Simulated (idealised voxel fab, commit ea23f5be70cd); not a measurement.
Title: Process Module voxel air gaps
190 nm wide, 5 nm square cells: that's cross-section cut.
If you're reading a cross-section in this doc, picture square cells in a grid; it comes to you as bands, top ones listed first down to the bottom, and a band can be one or more rows of cells.
Read a band's entry like this: the first values are the height of its top and the height of its bottom in nm, and what follows is the sequence of materials from left to right, each with its width in nm. Note that "blank" is empty space, and that a single material marked "everywhere" reaches across the band from edge to edge.
Ref level 0: as-received wafer is one material below here. Bottom band extends down with no lower bound ("0 down").
You'd read "30->40" like this: the band's top row of cells is as wide as the first number, its bottom row is as wide as the second, and going down, every row changes width by the same amount as the row before did.
Given "remains unaltered" for a step, no cell of the cross-section differs between before and after that step.
The entry "Fully sealed cavities" lists the empty spaces that cover at least 8 cells and have no open path to the top. Each is written as width x height at distance, where the distance is measured from the left edge and all three values are in nm.
On a step's line, text after the settings is the simulator commenting on that step.
overlay nm: right-of-plan distance of the mask on a masked step; negative values mean left-of-plan.
**Below is the list of planned process steps**
1. op RECEIVE | material Si
2. op CONFORMAL_DEP | material SiO2 | thk nm 15
3. op CONFORMAL_DEP | material SiCN | thk nm 5
4. op DIRECTIONAL_DEP | material SiO2 | thk nm 30
5. op PATTERN | tone open | mask id LINES | material resist | width nm 15 | pitch nm 45 | thk nm 20 | overlay nm 0
6. op DIRECTIONAL_ETCH | etch materials SiO2 | depth nm 30
7. op STRIP | etch materials resist
8. op CONFORMAL_DEP | material TiN | thk nm 5
9. op FILL_DEP | material W | thk nm 5
10. op CMP | height nm 50
11. op EPI | material Ru | thk nm 10
12. op SELECTIVE_ETCH | etch materials SiO2 | depth nm 40
13. op CONFORMAL_DEP | material SiCN | thk nm 5
**Received-state cross-section, reflecting completion of step 1**
* 0 down = Si everywhere
* Fully sealed cavities: none
**First of two wafers, end-of-module section, run followed plan**
* 65 to 60 = blank 25 nm; SiCN 135 nm; blank 30 nm
* 60 to 50 = blank 25 nm; SiCN 5 nm; Ru 35 nm; SiCN 10 nm; Ru 35 nm; SiCN 10 nm; Ru 35 nm; SiCN 5 nm; blank 30 nm
* 50 to 45 = blank 25 nm; SiCN 15 nm; TiN 5 nm; W 5 nm; TiN 5 nm; SiCN 30 nm; TiN 5 nm; W 5 nm; TiN 5 nm; SiCN 30 nm; TiN 5 nm; W 5 nm; TiN 5 nm; SiCN 15 nm; blank 30 nm
* 45 to 25 = blank 35 nm; SiCN 5 nm; TiN 5 nm; W 5 nm; TiN 5 nm; SiCN 5 nm; blank 20 nm; SiCN 5 nm; TiN 5 nm; W 5 nm; TiN 5 nm; SiCN 5 nm; blank 20 nm; SiCN 5 nm; TiN 5 nm; W 5 nm; TiN 5 nm; SiCN 5 nm; blank 40 nm
* 25 to 20 = SiCN 40 nm; TiN 15 nm; SiCN 30 nm; TiN 15 nm; SiCN 30 nm; TiN 15 nm; SiCN 45 nm
* 20 to 15 = SiCN everywhere
* 15 to 0 = SiO2 everywhere
* 0 down = Si everywhere
* Fully sealed cavities: 20 x 20 at 60; 20 x 20 at 105
**So this is wafer number two of the two, cut at the end of the module - it started where the first did and had the same plan, we just got one thing wrong running it**
* 65 to 60 = blank 20 nm; SiCN 145 nm; blank 25 nm
* 60 to 50 = blank 20 nm; SiCN 5 nm; Ru 135 nm; SiCN 5 nm; blank 25 nm
* 50 to 45 = blank 20 nm; SiCN 15 nm; TiN 5 nm; W 15 nm; TiN 5 nm; SiO2 20 nm; TiN 5 nm; W 15 nm; TiN 5 nm; SiO2 20 nm; TiN 5 nm; W 15 nm; TiN 5 nm; SiCN 15 nm; blank 25 nm
* 45 to 25 = blank 30 nm; SiCN 5 nm; TiN 5 nm; W 15 nm; TiN 5 nm; SiO2 20 nm; TiN 5 nm; W 15 nm; TiN 5 nm; SiO2 20 nm; TiN 5 nm; W 15 nm; TiN 5 nm; SiCN 5 nm; blank 35 nm
* 25 to 20 = SiCN 35 nm; TiN 25 nm; SiO2 20 nm; TiN 25 nm; SiO2 20 nm; TiN 25 nm; SiCN 40 nm
* 20 to 15 = SiCN everywhere
* 15 to 0 = SiO2 everywhere
* 0 down = Si everywhere
* Fully sealed cavities: none
Finding, execution versus plan: step 5 ran differently from the plan; actual operation with settings: op PATTERN | tone open | mask id LINES | material resist | width nm 25 | pitch nm 45 | thk nm 20 | overlay nm 0
At the finish, the second wafer shows more or fewer cells for some materials than the first does: 12 more of Ru; 48 fewer of SiCN; 48 more of SiO2; 6 more of TiN; 30 more of W
Final closed voids: first wafer 2, second wafer 0.
